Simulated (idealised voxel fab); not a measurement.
Name of the process module below: voxel self aligned vias
295 nm wide, 5 nm square cells: that's cross-section cut.
Format of a cross-section: grid, square cells. Given as bands. Order: top down. Band: one or more rows of cells.
The band entry comprises the height of the band's top followed by the height of its bottom, expressed in nm, and subsequently the band's materials from left to right, each stated together with its width in nm. Where a single material is marked with the word "full width", that material fills the band from edge to edge. The word "blank" represents empty space.
Height 0 is the level under which the wafer as received is all one material. The lowest band goes on downwards, as in "top 0, no bottom".
A two-number width, for instance "30..40", indicates that the width is equal to the first number in the top row of the band and to the second number in the bottom row, and that it changes by a constant amount per row of cells.
"nothing got changed" (step): cross-section cells unchanged, all of them.
Listed in "Enclosed void inventory": every empty space of 8 or more cells without an open way to the top. Form: width x height at distance, the distance being from the left edge, all in nm.
Heads up: the bit after the settings on a step's line is the simulator's remark on that step.
Steps that use a mask can have "overlay nm" on their line. It says how far the mask sat to the right of where it was meant to be. Negative means to the left.

Process steps (planned)
1,RECEIVE (material Si)
2,CONFORMAL_DEP (material SiO2; thk nm 10)
3,CONFORMAL_DEP (material SiCN; thk nm 5)
4,DIRECTIONAL_DEP (material SiO2; thk nm 25)
5,DIRECTIONAL_DEP (material aC; thk nm 15)
6,PATTERN (tone open; mask id LINES; material resist; width nm 20; pitch nm 55; thk nm 30; overlay nm -15)
7,DIRECTIONAL_ETCH (etch materials aC; depth nm 15)
8,STRIP (etch materials resist)
9,DIRECTIONAL_ETCH (etch materials SiO2; depth nm 25)
10,STRIP (etch materials aC)
11,CONFORMAL_DEP (material TiN; thk nm 5)
12,FILL_DEP (material W; thk nm 10)
13,CMP (height nm 40)
14,SELECTIVE_ETCH (etch materials W Ru TiN; depth nm 5)
15,FILL_DEP (material SiN; thk nm 5)
16,CMP (height nm 40)
17,DIRECTIONAL_DEP (material SiO2; thk nm 20)
18,MASKED_ETCH (tone open; mask id VIAS; width nm 30; pitch nm 55; etch materials SiO2; depth nm 20; overlay nm 0)
19,MASKED_ETCH (tone open; mask id VIAS; width nm 30; pitch nm 55; etch materials SiN; depth nm 5; overlay nm 0)
20,CONFORMAL_DEP (material TiN; thk nm 5)
21,FILL_DEP (material Ru; thk nm 10)
22,CMP (height nm 60)
23,CONFORMAL_DEP (material SiN; thk nm 5)
The wafers in this document start out alike and differ in the overlay nm applied at step 6; the plan shows the value used for the first wafer.

Received condition of the first of several wafers, sectioned: post-step 1
top 0, no bottom = Si full width
Enclosed void inventory: none

Wafer rows, end of module: cells per material gained (+) or lost (-) since receipt; closed voids last
overlay nm -15 | +36 Ru | +59 SiCN | +65 SiN | +517 SiO2 | +72 TiN | +18 W | Enclosed void inventory: none
overlay nm -10 | +39 Ru | +59 SiCN | +62 SiN | +517 SiO2 | +72 TiN | +18 W | Enclosed void inventory: none
overlay nm -5 | +42 Ru | +59 SiCN | +59 SiN | +517 SiO2 | +72 TiN | +18 W | Enclosed void inventory: none
overlay nm 0 | +42 Ru | +59 SiCN | +59 SiN | +517 SiO2 | +72 TiN | +18 W | Enclosed void inventory: none
overlay nm 5 | +42 Ru | +59 SiCN | +59 SiN | +517 SiO2 | +72 TiN | +18 W | Enclosed void inventory: none
overlay nm 10 | +39 Ru | +59 SiCN | +62 SiN | +517 SiO2 | +72 TiN | +18 W | Enclosed void inventory: none
overlay nm 15 | +36 Ru | +59 SiCN | +65 SiN | +517 SiO2 | +72 TiN | +18 W | Enclosed void inventory: none
